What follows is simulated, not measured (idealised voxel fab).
Herein follows the process module entitled voxel wiring stack.
Xsec cut, 235 nm wide, square cell size 5 nm.
For the purposes of this document, a cross-section shall be understood as a grid of square cells, specified as bands listed in top-to-bottom order, each band consisting of one or more rows of cells. Heads up on the band format: heights come first, top then bottom, in nm. After that it's the materials left to right, each with its width in nm. A single material flagged "all across" fills the whole band edge to edge, and "empty" means there's empty space there. Heights are expressed relative to 0, this being the level below which the as-received wafer comprises one material exclusively. The lowest band is unbounded in the downward direction and is denoted as in "z 0 and below". The notation "30 to 40" denotes a width that varies across the rows of cells in the band, beginning at the first number in the top row, finishing at the second number in the bottom row, and changing by an identical amount from each row to the next. "identical to before" -> step changed no cross-section cell. If an empty space has no open way to the top and is at least 8 cells in size, "Enclosed cavity list" lists it, written width x height at distance, where distance is measured from the left edge and every value is in nm. Past the settings on a step's line: simulator remark, on that step. Each step line may optionally specify "overlay nm", which for a step with a mask gives the rightward distance between the mask's planned place and where it lay, a negative value indicating the leftward direction. Every pair from here on: before one process step, after it. The after cross-section reaches only to the lowest band that changed. Below the pair: the step in between and its settings. Pairs can belong to different runs of this module on the same starting wafer; a pair carries on from the pair above only if the entry headed "Pre-step condition" says so.

Pre-step condition
z 0 and below = Si all across
Enclosed cavity list: none

Sectional Result
z 10 to 0 = SiO2 all across
below 0: unchanged
Enclosed cavity list: none
So what happened between those two cross-sections up there? CONFORMAL_DEP, material SiO2, thk nm 10

Pre-step condition: the cross-section after the pair above

Sectional Result
z 15 to 10 = SiCN all across
below 10: unchanged
Enclosed cavity list: none
So what happened between those two cross-sections up there? CONFORMAL_DEP, material SiCN, thk nm 5

Pre-step condition: the cross-section after the pair above

Sectional Result
z 30 to 15 = lowk all across
below 15: unchanged
Enclosed cavity list: none
So what happened between those two cross-sections up there? DIRECTIONAL_DEP, material lowk, thk nm 15

Pre-step condition: the cross-section after the pair above

Sectional Result
z 45 to 30 = aC all across
below 30: unchanged
Enclosed cavity list: none
So what happened between those two cross-sections up there? DIRECTIONAL_DEP, material aC, thk nm 15

Pre-step condition: the cross-section after the pair above

Sectional Result
z 75 to 45 = resist 80 nm, empty 25 nm, resist 25 nm, empty 25 nm, resist 80 nm
below 45: unchanged
Enclosed cavity list: none
So what happened between those two cross-sections up there? PATTERN, tone open, mask id METAL_1, material resist, width nm 25, pitch nm 50, thk nm 30, overlay nm 0

Pre-step condition: the cross-section after the pair above

Sectional Result
z 60 to 45 = resist 80 nm, empty 25 nm, resist 25 nm, empty 25 nm, resist 80 nm
z 45 to 30 = aC 80 nm, empty 25 nm, aC 25 nm, empty 25 nm, aC 80 nm
below 30: unchanged
Enclosed cavity list: none
So what happened between those two cross-sections up there? DIRECTIONAL_ETCH, etch materials aC, depth nm 15

Pre-step condition: the cross-section after the pair above

Sectional Result
z 45 to 30 = aC 80 nm, empty 25 nm, aC 25 nm, empty 25 nm, aC 80 nm
below 30: unchanged
Enclosed cavity list: none
So what happened between those two cross-sections up there? STRIP, etch materials resist

Pre-step condition: the cross-section after the pair above

Sectional Result
z 45 to 30 = aC 80 nm, empty 25 nm, aC 25 nm, empty 25 nm, aC 80 nm
z 30 to 15 = lowk 80 nm, empty 25 nm, lowk 25 nm, empty 25 nm, lowk 80 nm
below 15: unchanged
Enclosed cavity list: none
So what happened between those two cross-sections up there? DIRECTIONAL_ETCH, etch materials lowk, depth nm 15

Pre-step condition: the cross-section after the pair above

Sectional Result
z 45 to 30 = aC 80 nm, empty 25 nm, aC 25 nm, empty 25 nm, aC 80 nm
z 30 to 15 = lowk 80 nm, empty 25 nm, lowk 25 nm, empty 25 nm, lowk 80 nm
z 15 to 10 = SiCN 80 nm, empty 25 nm, SiCN 25 nm, empty 25 nm, SiCN 80 nm
below 10: unchanged
Enclosed cavity list: none
So what happened between those two cross-sections up there? DIRECTIONAL_ETCH, etch materials SiCN, depth nm 5

Pre-step condition: the cross-section after the pair above

Sectional Result
z 30 to 15 = lowk 80 nm, empty 25 nm, lowk 25 nm, empty 25 nm, lowk 80 nm
below 15: unchanged
Enclosed cavity list: none
So what happened between those two cross-sections up there? STRIP, etch materials aC

Pre-step condition: the cross-section after the pair above

Sectional Result
z 35 to 30 = TiN 85 nm, empty 15 nm, TiN 35 nm, empty 15 nm, TiN 85 nm
z 30 to 15 = lowk 80 nm, TiN 5 nm, empty 15 nm, TiN 5 nm, lowk 25 nm, TiN 5 nm, empty 15 nm, TiN 5 nm, lowk 80 nm
z 15 to 10 = SiCN 80 nm, TiN 25 nm, SiCN 25 nm, TiN 25 nm, SiCN 80 nm
below 10: unchanged
Enclosed cavity list: none
So what happened between those two cross-sections up there? CONFORMAL_DEP, material TiN, thk nm 5

Pre-step condition: the cross-section after the pair above

Sectional Result
z 45 to 35 = Cu all across
z 35 to 30 = TiN 85 nm, Cu 15 nm, TiN 35 nm, Cu 15 nm, TiN 85 nm
z 30 to 15 = lowk 80 nm, TiN 5 nm, Cu 15 nm, TiN 5 nm, lowk 25 nm, TiN 5 nm, Cu 15 nm, TiN 5 nm, lowk 80 nm
below 15: unchanged
Enclosed cavity list: none
So what happened between those two cross-sections up there? FILL_DEP, material Cu, thk nm 10

Pre-step condition: the cross-section after the pair above

Sectional Result
z 30 to 15 = lowk 80 nm, TiN 5 nm, Cu 15 nm, TiN 5 nm, lowk 25 nm, TiN 5 nm, Cu 15 nm, TiN 5 nm, lowk 80 nm
below 15: unchanged
Enclosed cavity list: none
So what happened between those two cross-sections up there? CMP, height nm 30

Pre-step condition: the cross-section after the pair above

Sectional Result
z 35 to 30 = SiCN all across
below 30: unchanged
Enclosed cavity list: none
So what happened between those two cross-sections up there? CONFORMAL_DEP, material SiCN, thk nm 5

Pre-step condition: the cross-section after the pair above

Sectional Result
z 50 to 35 = lowk all across
below 35: unchanged
Enclosed cavity list: none
So what happened between those two cross-sections up there? DIRECTIONAL_DEP, material lowk, thk nm 15

Pre-step condition: the cross-section after the pair above

Sectional Result
z 60 to 50 = aC all across
below 50: unchanged
Enclosed cavity list: none
So what happened between those two cross-sections up there? DIRECTIONAL_DEP, material aC, thk nm 10

Pre-step condition: the cross-section after the pair above

Sectional Result
z 90 to 60 = resist 80 nm, empty 15 nm, resist 35 nm, empty 15 nm, resist 90 nm
below 60: unchanged
Enclosed cavity list: none
So what happened between those two cross-sections up there? PATTERN, tone open, mask id PLUG_1, material resist, width nm 15, pitch nm 50, thk nm 30, overlay nm 0

Pre-step condition: the cross-section after the pair above

Sectional Result
z 80 to 60 = resist 80 nm, empty 15 nm, resist 35 nm, empty 15 nm, resist 90 nm
z 60 to 50 = aC 80 nm, empty 15 nm, aC 35 nm, empty 15 nm, aC 90 nm
below 50: unchanged
Enclosed cavity list: none
So what happened between those two cross-sections up there? DIRECTIONAL_ETCH, etch materials aC, depth nm 10

Pre-step condition: the cross-section after the pair above

Sectional Result
z 60 to 50 = aC 80 nm, empty 15 nm, aC 35 nm, empty 15 nm, aC 90 nm
below 50: unchanged
Enclosed cavity list: none
So what happened between those two cross-sections up there? STRIP, etch materials resist

Pre-step condition: the cross-section after the pair above

Sectional Result
z 60 to 50 = aC 80 nm, empty 15 nm, aC 35 nm, empty 15 nm, aC 90 nm
z 50 to 35 = lowk 80 nm, empty 15 nm, lowk 35 nm, empty 15 nm, lowk 90 nm
below 35: unchanged
Enclosed cavity list: none
So what happened between those two cross-sections up there? DIRECTIONAL_ETCH, etch materials lowk, depth nm 15

Pre-step condition: the cross-section after the pair above

Sectional Result
z 60 to 50 = aC 80 nm, empty 15 nm, aC 35 nm, empty 15 nm, aC 90 nm
z 50 to 35 = lowk 80 nm, empty 15 nm, lowk 35 nm, empty 15 nm, lowk 90 nm
z 35 to 30 = SiCN 80 nm, empty 15 nm, SiCN 35 nm, empty 15 nm, SiCN 90 nm
below 30: unchanged
Enclosed cavity list: none
So what happened between those two cross-sections up there? DIRECTIONAL_ETCH, etch materials SiCN, depth nm 5

Pre-step condition: the cross-section after the pair above

Sectional Result
z 50 to 35 = lowk 80 nm, empty 15 nm, lowk 35 nm, empty 15 nm, lowk 90 nm
below 35: unchanged
Enclosed cavity list: none
So what happened between those two cross-sections up there? STRIP, etch materials aC

Pre-step condition: the cross-section after the pair above

Sectional Result
z 55 to 50 = TiN 85 nm, empty 5 nm, TiN 45 nm, empty 5 nm, TiN 95 nm
z 50 to 35 = lowk 80 nm, TiN 5 nm, empty 5 nm, TiN 5 nm, lowk 35 nm, TiN 5 nm, empty 5 nm, TiN 5 nm, lowk 90 nm
z 35 to 30 = SiCN 80 nm, TiN 15 nm, SiCN 35 nm, TiN 15 nm, SiCN 90 nm
below 30: unchanged
Enclosed cavity list: none
So what happened between those two cross-sections up there? CONFORMAL_DEP, material TiN, thk nm 5

Pre-step condition: the cross-section after the pair above

Sectional Result
z 60 to 55 = Cu all across
z 55 to 50 = TiN 85 nm, Cu 5 nm, TiN 45 nm, Cu 5 nm, TiN 95 nm
z 50 to 35 = lowk 80 nm, TiN 5 nm, Cu 5 nm, TiN 5 nm, lowk 35 nm, TiN 5 nm, Cu 5 nm, TiN 5 nm, lowk 90 nm
below 35: unchanged
Enclosed cavity list: none
So what happened between those two cross-sections up there? FILL_DEP, material Cu, thk nm 5

Pre-step condition: the cross-section after the pair above

Sectional Result
z 50 to 35 = lowk 80 nm, TiN 5 nm, Cu 5 nm, TiN 5 nm, lowk 35 nm, TiN 5 nm, Cu 5 nm, TiN 5 nm, lowk 90 nm
below 35: unchanged
Enclosed cavity list: none
So what happened between those two cross-sections up there? CMP, height nm 50

Pre-step condition: the cross-section after the pair above

Sectional Result
z 55 to 50 = SiCN all across
below 50: unchanged
Enclosed cavity list: none
So what happened between those two cross-sections up there? CONFORMAL_DEP, material SiCN, thk nm 5

Pre-step condition: the cross-section after the pair above

Sectional Result
z 75 to 55 = SiO2 all across
below 55: unchanged
Enclosed cavity list: none
So what happened between those two cross-sections up there? DIRECTIONAL_DEP, material SiO2, thk nm 20

Pre-step condition: the cross-section after the pair above

Sectional Result
z 95 to 75 = resist 80 nm, empty 25 nm, resist 25 nm, empty 25 nm, resist 80 nm
below 75: unchanged
Enclosed cavity list: none
So what happened between those two cross-sections up there? PATTERN, tone open, mask id METAL_2, material resist, width nm 25, pitch nm 50, thk nm 20, overlay nm 0

Pre-step condition: the cross-section after the pair above

Sectional Result
z 95 to 75 = resist 80 nm, empty 25 nm, resist 25 nm, empty 25 nm, resist 80 nm
z 75 to 55 = SiO2 80 nm, empty 25 nm, SiO2 25 nm, empty 25 nm, SiO2 80 nm
below 55: unchanged
Enclosed cavity list: none
So what happened between those two cross-sections up there? DIRECTIONAL_ETCH, etch materials SiO2, depth nm 20

Pre-step condition: the cross-section after the pair above

Sectional Result
z 95 to 75 = resist 80 nm, empty 25 nm, resist 25 nm, empty 25 nm, resist 80 nm
z 75 to 55 = SiO2 80 nm, empty 25 nm, SiO2 25 nm, empty 25 nm, SiO2 80 nm
z 55 to 50 = SiCN 80 nm, empty 25 nm, SiCN 25 nm, empty 25 nm, SiCN 80 nm
below 50: unchanged
Enclosed cavity list: none
So what happened between those two cross-sections up there? DIRECTIONAL_ETCH, etch materials SiCN, depth nm 5

Pre-step condition: the cross-section after the pair above

Sectional Result
z 75 to 55 = SiO2 80 nm, empty 25 nm, SiO2 25 nm, empty 25 nm, SiO2 80 nm
below 55: unchanged
Enclosed cavity list: none
So what happened between those two cross-sections up there? STRIP, etch materials resist

Pre-step condition: the cross-section after the pair above

Sectional Result
z 80 to 75 = TiN 85 nm, empty 15 nm, TiN 35 nm, empty 15 nm, TiN 85 nm
z 75 to 55 = SiO2 80 nm, TiN 5 nm, empty 15 nm, TiN 5 nm, SiO2 25 nm, TiN 5 nm, empty 15 nm, TiN 5 nm, SiO2 80 nm
z 55 to 50 = SiCN 80 nm, TiN 25 nm, SiCN 25 nm, TiN 25 nm, SiCN 80 nm
below 50: unchanged
Enclosed cavity list: none
So what happened between those two cross-sections up there? CONFORMAL_DEP, material TiN, thk nm 5

Pre-step condition: the cross-section after the pair above

Sectional Result
z 90 to 80 = W all across
z 80 to 75 = TiN 85 nm, W 15 nm, TiN 35 nm, W 15 nm, TiN 85 nm
z 75 to 55 = SiO2 80 nm, TiN 5 nm, W 15 nm, TiN 5 nm, SiO2 25 nm, TiN 5 nm, W 15 nm, TiN 5 nm, SiO2 80 nm
below 55: unchanged
Enclosed cavity list: none
So what happened between those two cross-sections up there? FILL_DEP, material W, thk nm 10

Pre-step condition: the cross-section after the pair above

Sectional Result
z 75 to 55 = SiO2 80 nm, TiN 5 nm, W 15 nm, TiN 5 nm, SiO2 25 nm, TiN 5 nm, W 15 nm, TiN 5 nm, SiO2 80 nm
below 55: unchanged
Enclosed cavity list: none
So what happened between those two cross-sections up there? CMP, height nm 75

Pre-step condition: the cross-section after the pair above

Sectional Result
z 80 to 75 = SiCN all across
below 75: unchanged
Enclosed cavity list: none
So what happened between those two cross-sections up there? CONFORMAL_DEP, material SiCN, thk nm 5

Pre-step condition: the cross-section after the pair above

Sectional Result
z 105 to 80 = SiO2 all across
below 80: unchanged
Enclosed cavity list: none
So what happened between those two cross-sections up there? DIRECTIONAL_DEP, material SiO2, thk nm 25

Pre-step condition: the cross-section after the pair above

Sectional Result
z 120 to 105 = aC all across
below 105: unchanged
Enclosed cavity list: none
So what happened between those two cross-sections up there? DIRECTIONAL_DEP, material aC, thk nm 15

Pre-step condition: the cross-section after the pair above

Sectional Result
z 155 to 120 = resist 80 nm, empty 25 nm, resist 25 nm, empty 25 nm, resist 80 nm
below 120: unchanged
Enclosed cavity list: none
So what happened between those two cross-sections up there? PATTERN, tone open, mask id METAL_3, material resist, width nm 25, pitch nm 50, thk nm 35, overlay nm 0

Pre-step condition: the cross-section after the pair above

Sectional Result
z 140 to 120 = resist 80 nm, empty 25 nm, resist 25 nm, empty 25 nm, resist 80 nm
z 120 to 105 = aC 80 nm, empty 25 nm, aC 25 nm, empty 25 nm, aC 80 nm
below 105: unchanged
Enclosed cavity list: none
So what happened between those two cross-sections up there? DIRECTIONAL_ETCH, etch materials aC, depth nm 15

Pre-step condition: the cross-section after the pair above

Sectional Result
z 120 to 105 = aC 80 nm, empty 25 nm, aC 25 nm, empty 25 nm, aC 80 nm
below 105: unchanged
Enclosed cavity list: none
So what happened between those two cross-sections up there? STRIP, etch materials resist

Pre-step condition: the cross-section after the pair above

Sectional Result
z 120 to 105 = aC 80 nm, empty 25 nm, aC 25 nm, empty 25 nm, aC 80 nm
z 105 to 90 = SiO2 80 nm, empty 25 nm, SiO2 25 nm, empty 25 nm, SiO2 80 nm
below 90: unchanged
Enclosed cavity list: none
So what happened between those two cross-sections up there? DIRECTIONAL_ETCH, etch materials SiO2, depth nm 15

Pre-step condition: the cross-section after the pair above

Sectional Result
z 105 to 90 = SiO2 80 nm, empty 25 nm, SiO2 25 nm, empty 25 nm, SiO2 80 nm
below 90: unchanged
Enclosed cavity list: none
So what happened between those two cross-sections up there? STRIP, etch materials aC

Pre-step condition: the cross-section after the pair above

Sectional Result
z 120 to 105 = resist 80 nm, empty 15 nm, resist 35 nm, empty 15 nm, resist 90 nm
z 105 to 90 = SiO2 80 nm, empty 15 nm, resist 10 nm, SiO2 25 nm, empty 15 nm, resist 10 nm, SiO2 80 nm
below 90: unchanged
Enclosed cavity list: none
So what happened between those two cross-sections up there? PATTERN, tone open, mask id METAL_3_HOLES, material resist, width nm 15, pitch nm 50, thk nm 15, overlay nm 0

Pre-step condition: the cross-section after the pair above

Sectional Result
z 120 to 105 = resist 80 nm, empty 15 nm, resist 35 nm, empty 15 nm, resist 90 nm
z 105 to 90 = SiO2 80 nm, empty 15 nm, resist 10 nm, SiO2 25 nm, empty 15 nm, resist 10 nm, SiO2 80 nm
z 90 to 80 = SiO2 80 nm, empty 15 nm, SiO2 35 nm, empty 15 nm, SiO2 90 nm
below 80: unchanged
Enclosed cavity list: none
So what happened between those two cross-sections up there? DIRECTIONAL_ETCH, etch materials SiO2, depth nm 10

Pre-step condition: the cross-section after the pair above

Sectional Result
z 120 to 105 = resist 80 nm, empty 15 nm, resist 35 nm, empty 15 nm, resist 90 nm
z 105 to 90 = SiO2 80 nm, empty 15 nm, resist 10 nm, SiO2 25 nm, empty 15 nm, resist 10 nm, SiO2 80 nm
z 90 to 80 = SiO2 80 nm, empty 15 nm, SiO2 35 nm, empty 15 nm, SiO2 90 nm
z 80 to 75 = SiCN 80 nm, empty 15 nm, SiCN 35 nm, empty 15 nm, SiCN 90 nm
below 75: unchanged
Enclosed cavity list: none
So what happened between those two cross-sections up there? DIRECTIONAL_ETCH, etch materials SiCN, depth nm 5

Pre-step condition: the cross-section after the pair above

Sectional Result
z 105 to 90 = SiO2 80 nm, empty 25 nm, SiO2 25 nm, empty 25 nm, SiO2 80 nm
below 90: unchanged
Enclosed cavity list: none
So what happened between those two cross-sections up there? STRIP, etch materials resist

Pre-step condition: the cross-section after the pair above

Sectional Result
z 110 to 105 = TiN 85 nm, empty 15 nm, TiN 35 nm, empty 15 nm, TiN 85 nm
z 105 to 95 = SiO2 80 nm, TiN 5 nm, empty 15 nm, TiN 5 nm, SiO2 25 nm, TiN 5 nm, empty 15 nm, TiN 5 nm, SiO2 80 nm
z 95 to 90 = SiO2 80 nm, TiN 5 nm, empty 5 nm, TiN 15 nm, SiO2 25 nm, TiN 5 nm, empty 5 nm, TiN 15 nm, SiO2 80 nm
z 90 to 80 = SiO2 80 nm, TiN 5 nm, empty 5 nm, TiN 5 nm, SiO2 35 nm, TiN 5 nm, empty 5 nm, TiN 5 nm, SiO2 90 nm
z 80 to 75 = SiCN 80 nm, TiN 15 nm, SiCN 35 nm, TiN 15 nm, SiCN 90 nm
below 75: unchanged
Enclosed cavity list: none
So what happened between those two cross-sections up there? CONFORMAL_DEP, material TiN, thk nm 5

Pre-step condition: the cross-section after the pair above

Sectional Result
z 120 to 110 = Ru all across
z 110 to 105 = TiN 85 nm, Ru 15 nm, TiN 35 nm, Ru 15 nm, TiN 85 nm
z 105 to 95 = SiO2 80 nm, TiN 5 nm, Ru 15 nm, TiN 5 nm, SiO2 25 nm, TiN 5 nm, Ru 15 nm, TiN 5 nm, SiO2 80 nm
z 95 to 90 = SiO2 80 nm, TiN 5 nm, Ru 5 nm, TiN 15 nm, SiO2 25 nm, TiN 5 nm, Ru 5 nm, TiN 15 nm, SiO2 80 nm
z 90 to 80 = SiO2 80 nm, TiN 5 nm, Ru 5 nm, TiN 5 nm, SiO2 35 nm, TiN 5 nm, Ru 5 nm, TiN 5 nm, SiO2 90 nm
below 80: unchanged
Enclosed cavity list: none
So what happened between those two cross-sections up there? FILL_DEP, material Ru, thk nm 10

Pre-step condition: the cross-section after the pair above

Sectional Result
z 105 to 95 = SiO2 80 nm, TiN 5 nm, Ru 15 nm, TiN 5 nm, SiO2 25 nm, TiN 5 nm, Ru 15 nm, TiN 5 nm, SiO2 80 nm
below 95: unchanged
Enclosed cavity list: none
So what happened between those two cross-sections up there? CMP, height nm 105

Pre-step condition: the cross-section after the pair above

Sectional Result
z 110 to 105 = SiCN all across
below 105: unchanged
Enclosed cavity list: none
So what happened between those two cross-sections up there? CONFORMAL_DEP, material SiCN, thk nm 5

Pre-step condition
z 45 to 35 = Cu all across
z 35 to 30 = TiN 85 nm, Cu 15 nm, TiN 35 nm, Cu 15 nm, TiN 85 nm
z 30 to 15 = lowk 80 nm, TiN 5 nm, Cu 15 nm, TiN 5 nm, lowk 25 nm, TiN 5 nm, Cu 15 nm, TiN 5 nm, lowk 80 nm
z 15 to 10 = SiCN 80 nm, TiN 25 nm, SiCN 25 nm, TiN 25 nm, SiCN 80 nm
z 10 to 0 = SiO2 all across
z 0 and below = Si all across
Enclosed cavity list: none

Sectional Result
z 50 to 45 = SiCN all across
below 45: unchanged
Enclosed cavity list: none
So what happened between those two cross-sections up there? CONFORMAL_DEP, material SiCN, thk nm 5

Pre-step condition: the cross-section after the pair above

Sectional Result
z 65 to 50 = lowk all across
below 50: unchanged
Enclosed cavity list: none
So what happened between those two cross-sections up there? DIRECTIONAL_DEP, material lowk, thk nm 15

Pre-step condition: the cross-section after the pair above

Sectional Result
z 75 to 65 = aC all across
below 65: unchanged
Enclosed cavity list: none
So what happened between those two cross-sections up there? DIRECTIONAL_DEP, material aC, thk nm 10

Pre-step condition: the cross-section after the pair above

Sectional Result
z 105 to 75 = resist 80 nm, empty 15 nm, resist 35 nm, empty 15 nm, resist 90 nm
below 75: unchanged
Enclosed cavity list: none
So what happened between those two cross-sections up there? PATTERN, tone open, mask id PLUG_1, material resist, width nm 15, pitch nm 50, thk nm 30, overlay nm 0

Pre-step condition: the cross-section after the pair above

Sectional Result
z 95 to 75 = resist 80 nm, empty 15 nm, resist 35 nm, empty 15 nm, resist 90 nm
z 75 to 65 = aC 80 nm, empty 15 nm, aC 35 nm, empty 15 nm, aC 90 nm
below 65: unchanged
Enclosed cavity list: none
So what happened between those two cross-sections up there? DIRECTIONAL_ETCH, etch materials aC, depth nm 10

Pre-step condition: the cross-section after the pair above

Sectional Result
z 75 to 65 = aC 80 nm, empty 15 nm, aC 35 nm, empty 15 nm, aC 90 nm
below 65: unchanged
Enclosed cavity list: none
So what happened between those two cross-sections up there? STRIP, etch materials resist

Pre-step condition: the cross-section after the pair above

Sectional Result
z 75 to 65 = aC 80 nm, empty 15 nm, aC 35 nm, empty 15 nm, aC 90 nm
z 65 to 50 = lowk 80 nm, empty 15 nm, lowk 35 nm, empty 15 nm, lowk 90 nm
below 50: unchanged
Enclosed cavity list: none
So what happened between those two cross-sections up there? DIRECTIONAL_ETCH, etch materials lowk, depth nm 15

Pre-step condition: the cross-section after the pair above

Sectional Result
z 75 to 65 = aC 80 nm, empty 15 nm, aC 35 nm, empty 15 nm, aC 90 nm
z 65 to 50 = lowk 80 nm, empty 15 nm, lowk 35 nm, empty 15 nm, lowk 90 nm
z 50 to 45 = SiCN 80 nm, empty 15 nm, SiCN 35 nm, empty 15 nm, SiCN 90 nm
below 45: unchanged
Enclosed cavity list: none
So what happened between those two cross-sections up there? DIRECTIONAL_ETCH, etch materials SiCN, depth nm 5

Pre-step condition: the cross-section after the pair above

Sectional Result
z 65 to 50 = lowk 80 nm, empty 15 nm, lowk 35 nm, empty 15 nm, lowk 90 nm
below 50: unchanged
Enclosed cavity list: none
So what happened between those two cross-sections up there? STRIP, etch materials aC

Pre-step condition: the cross-section after the pair above

Sectional Result
z 70 to 65 = TiN 85 nm, empty 5 nm, TiN 45 nm, empty 5 nm, TiN 95 nm
z 65 to 50 = lowk 80 nm, TiN 5 nm, empty 5 nm, TiN 5 nm, lowk 35 nm, TiN 5 nm, empty 5 nm, TiN 5 nm, lowk 90 nm
z 50 to 45 = SiCN 80 nm, TiN 15 nm, SiCN 35 nm, TiN 15 nm, SiCN 90 nm
below 45: unchanged
Enclosed cavity list: none
So what happened between those two cross-sections up there? CONFORMAL_DEP, material TiN, thk nm 5

Pre-step condition: the cross-section after the pair above

Sectional Result
z 75 to 70 = Cu all across
z 70 to 65 = TiN 85 nm, Cu 5 nm, TiN 45 nm, Cu 5 nm, TiN 95 nm
z 65 to 50 = lowk 80 nm, TiN 5 nm, Cu 5 nm, TiN 5 nm, lowk 35 nm, TiN 5 nm, Cu 5 nm, TiN 5 nm, lowk 90 nm
below 50: unchanged
Enclosed cavity list: none
So what happened between those two cross-sections up there? FILL_DEP, material Cu, thk nm 5

Pre-step condition: the cross-section after the pair above

Sectional Result
z 50 to 45 = SiCN 80 nm, TiN 15 nm, SiCN 35 nm, TiN 15 nm, SiCN 90 nm
below 45: unchanged
Enclosed cavity list: none
So what happened between those two cross-sections up there? CMP, height nm 50

Pre-step condition: the cross-section after the pair above

Sectional Result
z 55 to 50 = SiCN all across
below 50: unchanged
Enclosed cavity list: none
So what happened between those two cross-sections up there? CONFORMAL_DEP, material SiCN, thk nm 5

Pre-step condition: the cross-section after the pair above

Sectional Result
z 75 to 55 = SiO2 all across
below 55: unchanged
Enclosed cavity list: none
So what happened between those two cross-sections up there? DIRECTIONAL_DEP, material SiO2, thk nm 20

Pre-step condition: the cross-section after the pair above

Sectional Result
z 95 to 75 = resist 80 nm, empty 25 nm, resist 25 nm, empty 25 nm, resist 80 nm
below 75: unchanged
Enclosed cavity list: none
So what happened between those two cross-sections up there? PATTERN, tone open, mask id METAL_2, material resist, width nm 25, pitch nm 50, thk nm 20, overlay nm 0

Pre-step condition: the cross-section after the pair above

Sectional Result
z 95 to 75 = resist 80 nm, empty 25 nm, resist 25 nm, empty 25 nm, resist 80 nm
z 75 to 55 = SiO2 80 nm, empty 25 nm, SiO2 25 nm, empty 25 nm, SiO2 80 nm
below 55: unchanged
Enclosed cavity list: none
So what happened between those two cross-sections up there? DIRECTIONAL_ETCH, etch materials SiO2, depth nm 20

Pre-step condition: the cross-section after the pair above

Sectional Result
z 95 to 75 = resist 80 nm, empty 25 nm, resist 25 nm, empty 25 nm, resist 80 nm
z 75 to 55 = SiO2 80 nm, empty 25 nm, SiO2 25 nm, empty 25 nm, SiO2 80 nm
z 55 to 50 = SiCN 80 nm, empty 25 nm, SiCN 25 nm, empty 25 nm, SiCN 80 nm
below 50: unchanged
Enclosed cavity list: none
So what happened between those two cross-sections up there? DIRECTIONAL_ETCH, etch materials SiCN, depth nm 5

Pre-step condition: the cross-section after the pair above

Sectional Result
z 75 to 55 = SiO2 80 nm, empty 25 nm, SiO2 25 nm, empty 25 nm, SiO2 80 nm
below 55: unchanged
Enclosed cavity list: none
So what happened between those two cross-sections up there? STRIP, etch materials resist

Pre-step condition: the cross-section after the pair above

Sectional Result
z 80 to 75 = TiN 85 nm, empty 15 nm, TiN 35 nm, empty 15 nm, TiN 85 nm
z 75 to 55 = SiO2 80 nm, TiN 5 nm, empty 15 nm, TiN 5 nm, SiO2 25 nm, TiN 5 nm, empty 15 nm, TiN 5 nm, SiO2 80 nm
z 55 to 45 = SiCN 80 nm, TiN 25 to 15 nm, SiCN 25 to 35 nm, TiN 25 to 15 nm, SiCN 80 to 90 nm
below 45: unchanged
Enclosed cavity list: none
So what happened between those two cross-sections up there? CONFORMAL_DEP, material TiN, thk nm 5

Pre-step condition: the cross-section after the pair above

Sectional Result
z 90 to 80 = W all across
z 80 to 75 = TiN 85 nm, W 15 nm, TiN 35 nm, W 15 nm, TiN 85 nm
z 75 to 55 = SiO2 80 nm, TiN 5 nm, W 15 nm, TiN 5 nm, SiO2 25 nm, TiN 5 nm, W 15 nm, TiN 5 nm, SiO2 80 nm
below 55: unchanged
Enclosed cavity list: none
So what happened between those two cross-sections up there? FILL_DEP, material W, thk nm 10

Pre-step condition: the cross-section after the pair above

Sectional Result
z 75 to 55 = SiO2 80 nm, TiN 5 nm, W 15 nm, TiN 5 nm, SiO2 25 nm, TiN 5 nm, W 15 nm, TiN 5 nm, SiO2 80 nm
below 55: unchanged
Enclosed cavity list: none
So what happened between those two cross-sections up there? CMP, height nm 75

Pre-step condition: the cross-section after the pair above

Sectional Result
z 80 to 75 = SiCN all across
below 75: unchanged
Enclosed cavity list: none
So what happened between those two cross-sections up there? CONFORMAL_DEP, material SiCN, thk nm 5

Pre-step condition: the cross-section after the pair above

Sectional Result
z 105 to 80 = SiO2 all across
below 80: unchanged
Enclosed cavity list: none
So what happened between those two cross-sections up there? DIRECTIONAL_DEP, material SiO2, thk nm 25

Pre-step condition: the cross-section after the pair above

Sectional Result
z 120 to 105 = aC all across
below 105: unchanged
Enclosed cavity list: none
So what happened between those two cross-sections up there? DIRECTIONAL_DEP, material aC, thk nm 15

Pre-step condition: the cross-section after the pair above

Sectional Result
z 155 to 120 = resist 80 nm, empty 25 nm, resist 25 nm, empty 25 nm, resist 80 nm
below 120: unchanged
Enclosed cavity list: none
So what happened between those two cross-sections up there? PATTERN, tone open, mask id METAL_3, material resist, width nm 25, pitch nm 50, thk nm 35, overlay nm 0

Pre-step condition: the cross-section after the pair above

Sectional Result
z 140 to 120 = resist 80 nm, empty 25 nm, resist 25 nm, empty 25 nm, resist 80 nm
z 120 to 105 = aC 80 nm, empty 25 nm, aC 25 nm, empty 25 nm, aC 80 nm
below 105: unchanged
Enclosed cavity list: none
So what happened between those two cross-sections up there? DIRECTIONAL_ETCH, etch materials aC, depth nm 15

Pre-step condition: the cross-section after the pair above

Sectional Result
z 120 to 105 = aC 80 nm, empty 25 nm, aC 25 nm, empty 25 nm, aC 80 nm
below 105: unchanged
Enclosed cavity list: none
So what happened between those two cross-sections up there? STRIP, etch materials resist

Pre-step condition: the cross-section after the pair above

Sectional Result
z 120 to 105 = aC 80 nm, empty 25 nm, aC 25 nm, empty 25 nm, aC 80 nm
z 105 to 90 = SiO2 80 nm, empty 25 nm, SiO2 25 nm, empty 25 nm, SiO2 80 nm
below 90: unchanged
Enclosed cavity list: none
So what happened between those two cross-sections up there? DIRECTIONAL_ETCH, etch materials SiO2, depth nm 15

Pre-step condition: the cross-section after the pair above

Sectional Result
z 105 to 90 = SiO2 80 nm, empty 25 nm, SiO2 25 nm, empty 25 nm, SiO2 80 nm
below 90: unchanged
Enclosed cavity list: none
So what happened between those two cross-sections up there? STRIP, etch materials aC

Pre-step condition: the cross-section after the pair above

Sectional Result
z 120 to 105 = resist 80 nm, empty 15 nm, resist 35 nm, empty 15 nm, resist 90 nm
z 105 to 90 = SiO2 80 nm, empty 15 nm, resist 10 nm, SiO2 25 nm, empty 15 nm, resist 10 nm, SiO2 80 nm
below 90: unchanged
Enclosed cavity list: none
So what happened between those two cross-sections up there? PATTERN, tone open, mask id METAL_3_HOLES, material resist, width nm 15, pitch nm 50, thk nm 15, overlay nm 0

Pre-step condition: the cross-section after the pair above

Sectional Result
z 120 to 105 = resist 80 nm, empty 15 nm, resist 35 nm, empty 15 nm, resist 90 nm
z 105 to 90 = SiO2 80 nm, empty 15 nm, resist 10 nm, SiO2 25 nm, empty 15 nm, resist 10 nm, SiO2 80 nm
z 90 to 80 = SiO2 80 nm, empty 15 nm, SiO2 35 nm, empty 15 nm, SiO2 90 nm
below 80: unchanged
Enclosed cavity list: none
So what happened between those two cross-sections up there? DIRECTIONAL_ETCH, etch materials SiO2, depth nm 10
